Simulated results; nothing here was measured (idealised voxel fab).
A process module follows: voxel self aligned vias.
Each square cell in cross-section cut measures 5 nm, and the section as a whole is 215 nm wide.
Throughout this document, each cross-section is represented as a grid of square cells and is presented as a sequence of bands enumerated from the top downward, where a band comprises one or more rows of cells.
Heads up on the band format: heights come first, top then bottom, in nm. After that it's the materials left to right, each with its width in nm. A single material flagged "everywhere" fills the whole band edge to edge, and "air" means there's empty space there.
For the purposes of this specification, 0 denotes the height below which the wafer in its as-received condition is composed wholly of one material, and the lowermost band, lacking a lower limit, extends downward without end, as expressed in "from 0 down".
Graded width ("30 to 40"): value in top row of band = first number; value in bottom row = second number; row-to-row change constant.
"no modifications" after a step means that no cell of the cross-section changed.
Enclosed voids (no open way to top), threshold 8 cells or more, entry "Non-vented voids", notation width x height at distance, distance from left edge, nm.
Where a step's line continues beyond its settings, the continuation is a remark by the simulator itself on that step.
The "overlay nm" setting may appear on a step's line; for a step that uses a mask, it gives how far to the right of its planned position the mask lay, and a negative value indicates the left.
Plan
1 RECEIVE: material Si
2 CONFORMAL_DEP: material SiO2, thk nm 10
3 CONFORMAL_DEP: material SiCN, thk nm 5
4 DIRECTIONAL_DEP: material SiO2, thk nm 20
5 MASKED_ETCH: tone open, mask id LINES, width nm 20, pitch nm 45, etch materials SiO2, depth nm 20, overlay nm 0
6 CONFORMAL_DEP: material TiN, thk nm 5
7 FILL_DEP: material Ru, thk nm 10
8 CMP: height nm 35
9 SELECTIVE_ETCH: etch materials W Ru TiN, depth nm 5
10 FILL_DEP: material SiN, thk nm 5
11 CMP: height nm 35
12 DIRECTIONAL_DEP: material SiO2, thk nm 15
13 DIRECTIONAL_DEP: material aC, thk nm 15
14 PATTERN: tone open, mask id VIAS, material resist, width nm 30, thk nm 35, overlay nm 0
15 DIRECTIONAL_ETCH: etch materials aC, depth nm 15
16 STRIP: etch materials resist
17 DIRECTIONAL_ETCH: etch materials SiO2, depth nm 15
18 DIRECTIONAL_ETCH: etch materials SiN, depth nm 5
19 STRIP: etch materials aC
20 CONFORMAL_DEP: material TiN, thk nm 5
21 FILL_DEP: material W, thk nm 10
22 CMP: height nm 50
23 CONFORMAL_DEP: material SiN, thk nm 5
This is the cross-section of the wafer as we received it, i.e. after step 1
	from 0 down | Si everywhere
	Non-vented voids: none
This is how the wafer looks in cross-section once the module is done, given the starting state and plan above and one mistake in carrying the plan out
	from 55 to 50 | SiN everywhere
	from 50 to 35 | SiO2=70 | TiN=5 | W=20 | TiN=5 | SiO2=115
	from 35 to 30 | SiN=70 | TiN=30 | SiN=115
	from 30 to 15 | SiO2=75 | TiN=5 | Ru=10 | TiN=5 | SiO2=25 | TiN=5 | Ru=10 | TiN=5 | SiO2=75
	from 15 to 10 | SiO2=75 | TiN=20 | SiO2=25 | TiN=20 | SiO2=75
	from 10 to 0 | SiO2 everywhere
	from 0 down | Si everywhere
	Non-vented voids: none
Run error: step 3 from the plan never happened, it was just skipped
